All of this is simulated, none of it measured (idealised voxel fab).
Presented below is a process module, voxel lift off.
Square cells of 5 nm make up the cross-section cut, whose width is 160 nm.
Heads up, the way a cross-section reads in here is a grid of square cells, handed over as bands from the top down, with every band being one or more rows of cells.
Quick guide to a band line: top height, bottom height (nm) up front; then every material left to right with its width in nm. Only one material and it's marked "throughout"? Then it fills the band edge to edge. And "blank" just means empty space.
The reference from which all heights are counted is 0, the level beneath which the as-received wafer is entirely one material; the lowest band, having no lower bound, proceeds downward and is written after the example "0 nm and below".
The width entry "30 to 40" should be interpreted row by row: the top row of cells in the band takes the first number, the bottom row takes the second number, and the change between adjacent rows is uniform throughout.
Basically "nothing different" means that step didn't change any cell in the cross-section.
Each empty space that has no open way to the top and spans at least 8 cells appears under "Sealed internal cavities" as width x height at distance, the distance counted from the left edge, all in nm.
It should be noted that, on the line of a given step, the content following the step's settings is a remark produced by the simulator itself with respect to that step.
"overlay nm" answers the question of how far to the right of plan the mask lay on a step that has a mask, and when it is negative the answer is to the left.

plan:
1. RECEIVE [material Si]
2. CONFORMAL_DEP [material SiO2] [thk nm 5]
3. PATTERN [tone open] [mask id LINES] [material resist] [width nm 15] [pitch nm 30] [thk nm 20] [overlay nm 0]
4. DIRECTIONAL_DEP [material Ru] [thk nm 10]
5. STRIP [etch materials resist]
6. CONFORMAL_DEP [material SiO2] [thk nm 10]
Across this set of wafers, the varied parameter is the thk nm of step 2. Starting conditions are identical for every wafer, and the plan reports the value assigned to the first wafer.

First of several wafers, received after step 1, in cross-section:
* 0 nm and below: Si throughout
* Sealed internal cavities: none

Module end state after final step 6: cross-section of the first of several wafers:
* 25 nm to 15 nm: blank: 45; SiO2: 65; blank: 50
* 15 nm to 5 nm: SiO2: 55; Ru: 15; SiO2: 15; Ru: 15; SiO2: 60
* 5 nm to 0 nm: SiO2 throughout
* 0 nm and below: Si throughout
* Sealed internal cavities: none

Cross-section of the last wafer at end of module:
* 40 nm to 30 nm: blank: 45; SiO2: 65; blank: 50
* 30 nm to 20 nm: SiO2: 55; Ru: 15; SiO2: 15; Ru: 15; SiO2: 60
* 20 nm to 0 nm: SiO2 throughout
* 0 nm and below: Si throughout
* Sealed internal cavities: none

The table below has one row for each wafer; a row shows, as of the end of the module, how many cells of each material the wafer has gained, marked (+), or lost, marked (-), since it was received, and then the wafer's closed voids:
thk nm 5 | +12 Ru | +110 SiO2 | Sealed internal cavities: none
thk nm 10 | +12 Ru | +142 SiO2 | Sealed internal cavities: none
thk nm 15 | +12 Ru | +174 SiO2 | Sealed internal cavities: none
thk nm 20 | +12 Ru | +206 SiO2 | Sealed internal cavities: none
